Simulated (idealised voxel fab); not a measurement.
The following is a process module called voxel self aligned vias.
Cross-sectional view cut (width: 175 nm; square cell size: 5 nm).
Format of a cross-section: grid, square cells. Given as bands. Order: top down. Band: one or more rows of cells. Each band's line starts with the height of the band's top and of its bottom, in nm. Then come its materials from left to right, each with its width in nm. One material with "everywhere" fills the band from edge to edge. "air" is empty space. Measure heights from 0. That's the level where, below it, the as-received wafer is all one material. The lowest band is bottomless and extends downward; write it as in "0 down". The notation "30 to 40" denotes a width that varies across the rows of cells in the band, beginning at the first number in the top row, finishing at the second number in the bottom row, and changing by an identical amount from each row to the next. Given "nothing different" for a step, no cell of the cross-section differs between before and after that step. "Voids, enclosed" - sealed voids, min. 8 cells, no opening to top; format: width x height at distance (distance from left edge; nm throughout). On a step's line, text after the settings is the simulator commenting on that step. Regarding "overlay nm": on a step with a mask, it is the distance the mask lay to the right of its planned place; a negative value places it to the left.

**The planned process steps are enumerated hereunder**
1: RECEIVE with material Si
2: CONFORMAL_DEP with material SiO2, thk nm 15
3: CONFORMAL_DEP with material SiCN, thk nm 5
4: DIRECTIONAL_DEP with material lowk, thk nm 20
5: PATTERN with tone open, mask id LINES, material resist, width nm 20, pitch nm 70, thk nm 15, overlay nm 0
6: DIRECTIONAL_ETCH with etch materials lowk, depth nm 20
7: STRIP with etch materials resist
8: CONFORMAL_DEP with material TiN, thk nm 5
9: FILL_DEP with material Ru, thk nm 10
10: CMP with height nm 40
11: SELECTIVE_ETCH with etch materials W Ru TiN, depth nm 5
12: FILL_DEP with material SiN, thk nm 10
13: CMP with height nm 40
14: DIRECTIONAL_DEP with material lowk, thk nm 20
15: PATTERN with tone open, mask id VIAS, material resist, width nm 30, thk nm 20, overlay nm 0
16: DIRECTIONAL_ETCH with etch materials lowk, depth nm 20
17: DIRECTIONAL_ETCH with etch materials SiN, depth nm 5
18: STRIP with etch materials resist
19: CONFORMAL_DEP with material TiN, thk nm 5
20: FILL_DEP with material W, thk nm 5
21: CMP with height nm 60
22: CONFORMAL_DEP with material SiCN, thk nm 5
Keep in mind the plan's value for the width nm of step 15 comes from the first wafer; the wafers don't share that setting, but they do share the same starting point.

**As-received cross-section, first of several wafers, post step 1**
	0 down: Si everywhere
	Voids, enclosed: none

**End of module: cross-section of the first of several wafers after step 22, the last step**
	65 to 60: SiCN everywhere
	60 to 45: 35 nm lowk / 5 nm TiN / 20 nm W / 5 nm TiN / 110 nm lowk
	45 to 40: 35 nm lowk / 10 nm TiN / 10 nm W / 10 nm TiN / 110 nm lowk
	40 to 35: 40 nm lowk / 20 nm TiN / 50 nm lowk / 20 nm SiN / 45 nm lowk
	35 to 25: 40 nm lowk / 5 nm TiN / 10 nm Ru / 5 nm TiN / 50 nm lowk / 5 nm TiN / 10 nm Ru / 5 nm TiN / 45 nm lowk
	25 to 20: 40 nm lowk / 20 nm TiN / 50 nm lowk / 20 nm TiN / 45 nm lowk
	20 to 15: SiCN everywhere
	15 to 0: SiO2 everywhere
	0 down: Si everywhere
	Voids, enclosed: none

**Cross-sectional view of the final wafer of several at the module's end**
	65 to 60: SiCN everywhere
	60 to 45: 25 nm lowk / 5 nm TiN / 45 nm W / 5 nm TiN / 95 nm lowk
	45 to 40: 25 nm lowk / 20 nm TiN / 10 nm W / 25 nm TiN / 95 nm lowk
	40 to 35: 40 nm lowk / 20 nm TiN / 50 nm lowk / 20 nm SiN / 45 nm lowk
	35 to 25: 40 nm lowk / 5 nm TiN / 10 nm Ru / 5 nm TiN / 50 nm lowk / 5 nm TiN / 10 nm Ru / 5 nm TiN / 45 nm lowk
	25 to 20: 40 nm lowk / 20 nm TiN / 50 nm lowk / 20 nm TiN / 45 nm lowk
	20 to 15: SiCN everywhere
	15 to 0: SiO2 everywhere
	0 down: Si everywhere
	Voids, enclosed: none

**each wafer at the end: cells of each material gained (+) or lost (-) since it was received, then its closed voids**
width nm 30; +8 Ru; +70 SiCN; +4 SiN; +105 SiO2; +30 TiN; +14 W; +224 lowk; Voids, enclosed: none
width nm 35; +8 Ru; +70 SiCN; +4 SiN; +105 SiO2; +31 TiN; +17 W; +220 lowk; Voids, enclosed: none
width nm 40; +8 Ru; +70 SiCN; +4 SiN; +105 SiO2; +32 TiN; +20 W; +216 lowk; Voids, enclosed: none
width nm 45; +8 Ru; +70 SiCN; +4 SiN; +105 SiO2; +33 TiN; +23 W; +212 lowk; Voids, enclosed: none
width nm 50; +8 Ru; +70 SiCN; +4 SiN; +105 SiO2; +34 TiN; +26 W; +208 lowk; Voids, enclosed: none
width nm 55; +8 Ru; +70 SiCN; +4 SiN; +105 SiO2; +35 TiN; +29 W; +204 lowk; Voids, enclosed: none
